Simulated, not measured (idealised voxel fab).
You're looking at the process module voxel double patterning.
The cross-section shown here is cut; it is 265 nm wide and divided into square cells measuring 5 nm on a side.
In what follows, cross-sections appear as grids of square cells, described through bands that run from the top down, where every band is one or more rows of cells.
What a band's entry tells you: where the top is and where the bottom is, as heights in nm, and after that what lies inside, material by material from left to right, each with its width in nm. Empty space is written as the word "air", and a single material marked with the word "throughout" occupies the band from edge to edge.
Note: height 0 marks the level under which the wafer is uniformly one material as received. Lowest band unbounded below, written "0 and below".
A two-number width, for instance "30..40", indicates that the width is equal to the first number in the top row of the band and to the second number in the bottom row, and that it changes by a constant amount per row of cells.
Key: "remained unchanged" - step with no changed cell in the cross-section.
Basically, "Sealed void list" tells you about the enclosed voids: empty spaces with no open way to the top, 8 cells or bigger, each written width x height at distance, where distance is from the left edge, all in nm.
Whatever follows a step's settings on its line is a remark the simulator itself makes about that step.
Each step line may optionally specify "overlay nm", which for a step with a mask gives the rightward distance between the mask's planned place and where it lay, a negative value indicating the leftward direction.
# Planned process steps
1) RECEIVE with material Si
2) CONFORMAL_DEP with material SiO2, thk nm 10
3) DIRECTIONAL_DEP with material W, thk nm 15
4) DIRECTIONAL_DEP with material SiCN, thk nm 10
5) MASKED_ETCH with tone open, mask id FIRST, width nm 15, pitch nm 50, etch materials SiCN, depth nm 10, overlay nm 0
6) PATTERN with tone open, mask id SECOND, material resist, width nm 15, thk nm 15, overlay nm 0
7) DIRECTIONAL_ETCH with etch materials SiCN, depth nm 10
8) STRIP with etch materials resist
9) DIRECTIONAL_ETCH with etch materials W, depth nm 15
10) STRIP with etch materials SiCN
# Received-state cross-section, reflecting completion of step 1
> 0 and below = Si throughout
> Sealed void list: none
# Final wafer profile in cross-section after the module, from the same start and plan as above, with one mistake made during processing
> 15 down to 0 = W (100); air (15); W (10); air (15); W (10); air (15); W (100)
> 0 and below = Si throughout
> Sealed void list: none
What broke from the plan during processing? the run left out plan step 2 entirely, so it was never executed
